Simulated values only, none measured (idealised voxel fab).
This is a process module. Its name is voxel quadruple lines.
In the cross-section labelled cut, the width is 205 nm and each square cell is 5 nm.
Cross-section, as written here: a square-cell grid given band by band from the top down, where a band holds one or more rows of cells.
Top, bottom (nm), then materials left to right with widths (nm); lone material tagged "full width" fills the whole band edge to edge; "air" = empty space.
Zero point of the height axis is 0; under it, received wafer = one material. Lowest band: continues down indefinitely, "top 0, no bottom".
The notation "30..40" denotes a width that varies across the rows of cells in the band, beginning at the first number in the top row, finishing at the second number in the bottom row, and changing by an identical amount from each row to the next.
"no modification" -> step changed no cross-section cell.
This entry, "Entrapped void list", enumerates those empty regions of no fewer than 8 cells that possess no open connection to the top. Each region is reported in the form width x height at distance, the distance being taken from the left edge, with all three quantities expressed in nm.
Read whatever lies past the settings on a step's line as the simulator's own remark about the step.
"overlay nm" denotes, for a step that has a mask, the displacement of the mask to the right of its planned place, with negative values corresponding to the left.

Here's what the planned process steps look like:
| 1 | RECEIVE,material Si |
| 2 | CONFORMAL_DEP,material Al2O3,thk nm 5 |
| 3 | DIRECTIONAL_DEP,material W,thk nm 10 |
| 4 | DIRECTIONAL_DEP,material polySi,thk nm 20 |
| 5 | DIRECTIONAL_DEP,material aC,thk nm 20 |
| 6 | PATTERN,tone cover,mask id MANDREL,material resist,width nm 25,thk nm 30,overlay nm 0 |
| 7 | DIRECTIONAL_ETCH,etch materials aC,depth nm 20 |
| 8 | STRIP,etch materials resist |
| 9 | CONFORMAL_DEP,material SiO2,thk nm 15 |
| 10 | DIRECTIONAL_ETCH,etch materials SiO2,depth nm 15 |
| 11 | STRIP,etch materials aC |
| 12 | DIRECTIONAL_ETCH,etch materials polySi,depth nm 20 |
| 13 | STRIP,etch materials SiO2 |
| 14 | CONFORMAL_DEP,material SiN,thk nm 5 |
| 15 | DIRECTIONAL_ETCH,etch materials SiN,depth nm 5 |
| 16 | STRIP,etch materials polySi |
| 17 | DIRECTIONAL_ETCH,etch materials W,depth nm 10 |
| 18 | STRIP,etch materials SiN |

So this is the incoming wafer in cross-section - it's already been through step 1:
	top 0, no bottom: Si full width
	Entrapped void list: none

Cross-section taken at module completion on the first of two wafers; processed per the plan:
	top 15, bottom 5: 70 of air, 5 of W, 15 of air, 5 of W, 15 of air, 5 of W, 15 of air, 5 of W, 70 of air
	top 5, bottom 0: Al2O3 full width
	top 0, no bottom: Si full width
	Entrapped void list: none

Cross-section at end of module for the second wafer of two, which matched the first in starting point and plan and differed by one mistake in its processing:
	top 10, bottom 0: 70 of air, 5 of W, 15 of air, 5 of W, 15 of air, 5 of W, 15 of air, 5 of W, 70 of air
	top 0, no bottom: Si full width
	Entrapped void list: none
The mistake made against the process plan was this: skipped: plan step 2 (never run)
Materials where the second wafer ends with more or fewer cells than the first: Al2O3 -41
